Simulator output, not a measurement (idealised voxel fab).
The process module that follows is named voxel capacitor over wiring.
The cross-section shown here is cut; it is 275 nm wide and divided into square cells measuring 5 nm on a side.
Square cells in a grid make up a cross-section in this document, and the grid is given as bands, listed from the top down, each one or more rows of cells.
The band entry comprises the height of the band's top followed by the height of its bottom, expressed in nm, and subsequently the band's materials from left to right, each stated together with its width in nm. Where a single material is marked with the word "edge to edge", that material fills the band from edge to edge. The word "empty" represents empty space.
Height 0 is the level under which the wafer as received is all one material. The lowest band goes on downwards, as in "0..down".
You'd read "30 to 40" like this: the band's top row of cells is as wide as the first number, its bottom row is as wide as the second, and going down, every row changes width by the same amount as the row before did.
Given "same as before" for a step, no cell of the cross-section differs between before and after that step.
"Closed cavity list" contains a list of empty spaces, each no smaller than 8 cells and without an open way to the top, written in the form width x height at distance with the distance from the left edge and all three in nm.
On a step's line, text after the settings is the simulator commenting on that step.
overlay nm: step with mask; distance mask lay right of planned place; negative value = left of planned place.

# The process steps that were planned are listed below
1 op RECEIVE | material Si
2 op CONFORMAL_DEP | material SiO2 | thk nm 10
3 op DIRECTIONAL_DEP | material TiN | thk nm 5
4 op DIRECTIONAL_DEP | material W | thk nm 20
5 op PATTERN | tone cover | mask id METAL_1 | material resist | width nm 30 | pitch nm 80 | thk nm 20 | overlay nm 0
6 op DIRECTIONAL_ETCH | etch materials W | depth nm 20
7 op DIRECTIONAL_ETCH | etch materials TiN | depth nm 5
8 op STRIP | etch materials resist
9 op FILL_DEP | material lowk | thk nm 10
10 op CMP | height nm 35
11 op CONFORMAL_DEP | material SiCN | thk nm 5
12 op DIRECTIONAL_DEP | material SiO2 | thk nm 15
13 op MASKED_ETCH | tone open | mask id PLUG_1 | width nm 15 | etch materials SiO2 | depth nm 15 | overlay nm 0
14 op MASKED_ETCH | tone open | mask id PLUG_1 | width nm 15 | etch materials SiCN | depth nm 5 | overlay nm 0
15 op EPI | material Ru | thk nm 10
16 op EPI | material Ru | thk nm 10
17 op DIRECTIONAL_DEP | material TiN | thk nm 5
18 op DIRECTIONAL_DEP | material HfO2 | thk nm 5
19 op DIRECTIONAL_DEP | material TiN | thk nm 5
20 op DIRECTIONAL_DEP | material aC | thk nm 10
21 op PATTERN | tone cover | mask id UPPER_PLATE | material resist | width nm 55 | thk nm 25 | overlay nm 0
22 op DIRECTIONAL_ETCH | etch materials aC | depth nm 10
23 op STRIP | etch materials resist
24 op DIRECTIONAL_ETCH | etch materials TiN | depth nm 5
25 op DIRECTIONAL_ETCH | etch materials HfO2 | depth nm 5
26 op STRIP | etch materials aC
27 op MASKED_ETCH | tone cover | mask id LOWER_PLATE | width nm 65 | etch materials TiN | depth nm 5 | overlay nm 0
28 op FILL_DEP | material SiO2 | thk nm 15
29 op CMP | height nm 80
30 op MASKED_ETCH | tone open | mask id PLUG_2 | width nm 15 | etch materials SiO2 | depth nm 10 | overlay nm 0
31 op CONFORMAL_DEP | material TiN | thk nm 5
32 op FILL_DEP | material Ru | thk nm 10
33 op CMP | height nm 80
34 op CONFORMAL_DEP | material SiN | thk nm 5

# Wafer as received: cross-section following step 1
  0..down = Si edge to edge
  Closed cavity list: none

# Post-module cross-section: identical start and plan to those above, one misstep in execution
  85..80 = SiN edge to edge
  80..75 = SiO2 105, then TiN 5, then Ru 5, then TiN 5, then SiO2 155
  75..65 = SiO2 105 to 110, then TiN 15 to 40, then SiO2 155 to 125
  65..60 = SiO2 95, then TiN 15, then HfO2 40, then SiO2 125
  60..55 = SiO2 90, then TiN 5, then HfO2 15, then TiN 45, then SiO2 120
  55..50 = SiO2 95, then TiN 15, then SiO2 165
  50..40 = SiO2 edge to edge
  40..35 = SiCN edge to edge
  35..15 = lowk 80, then W 30, then lowk 50, then W 30, then lowk 85
  15..10 = lowk 80, then TiN 30, then lowk 50, then TiN 30, then lowk 85
  10..0 = SiO2 edge to edge
  0..down = Si edge to edge
  Closed cavity list: none
what went wrong: the process deviated at step 13: the operation and settings actually run there were op MASKED_ETCH | tone open | mask id PLUG_1 | width nm 15 | etch materials SiO2 | depth nm 5 | overlay nm 0
